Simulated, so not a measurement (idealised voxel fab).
process module | voxel spacer lines
Displayed cross-section: cut, width of 225 nm, square cells sized 5 nm.
Cross-sections here: square-cell grids, written as top-down lists of bands, a band being one or more rows of cells. Quick guide to a band line: top height, bottom height (nm) up front; then every material left to right with its width in nm. Only one material and it's marked "full width"? Then it fills the band edge to edge. And "empty" just means empty space. Beneath 0, the wafer as received is one material, and that level is where height counting begins. The lowest band goes on downward without a bottom; it is written like "0 nm and below". Graded width ("30..40"): value in top row of band = first number; value in bottom row = second number; row-to-row change constant. Step marked "no alterations made"? Then no cell in the cross-section changed in it. What "Voids, enclosed" gives you is every empty space of 8 cells or more that is cut off from the top. Each appears as width x height at distance, with the distance taken from the left edge and width, height and distance all in nm. Past the settings on a step's line: simulator remark, on that step. "overlay nm" answers the question of how far to the right of plan the mask lay on a step that has a mask, and when it is negative the answer is to the left.

Set out below are the planned steps of the process:
step 1: RECEIVE, material Si
step 2: CONFORMAL_DEP, material Al2O3, thk nm 10
step 3: DIRECTIONAL_DEP, material W, thk nm 15
step 4: DIRECTIONAL_DEP, material aC, thk nm 25
step 5: PATTERN, tone cover, mask id MANDREL, material resist, width nm 25, pitch nm 80, thk nm 30, overlay nm 0
step 6: DIRECTIONAL_ETCH, etch materials aC, depth nm 25
step 7: STRIP, etch materials resist
step 8: CONFORMAL_DEP, material SiO2, thk nm 15
step 9: DIRECTIONAL_ETCH, etch materials SiO2, depth nm 15
step 10: STRIP, etch materials aC
step 11: DIRECTIONAL_ETCH, etch materials W, depth nm 15
step 12: STRIP, etch materials SiO2

As-received wafer cross-section (after step 1):
0 nm and below  Si full width
Voids, enclosed: none

Same starting wafer, same plan as above, one mistake in the execution; this is the cross-section at the end of the module:
25 nm to 10 nm  20 of empty | 25 of W | 55 of empty | 25 of W | 55 of empty | 25 of W | 20 of empty
10 nm to 0 nm  Al2O3 full width
0 nm and below  Si full width
Voids, enclosed: none
What was done differently from what was planned? step 5 went in with a setting other than planned; the actual run was PATTERN, tone open, mask id MANDREL, material resist, width nm 25, pitch nm 80, thk nm 30, overlay nm 0
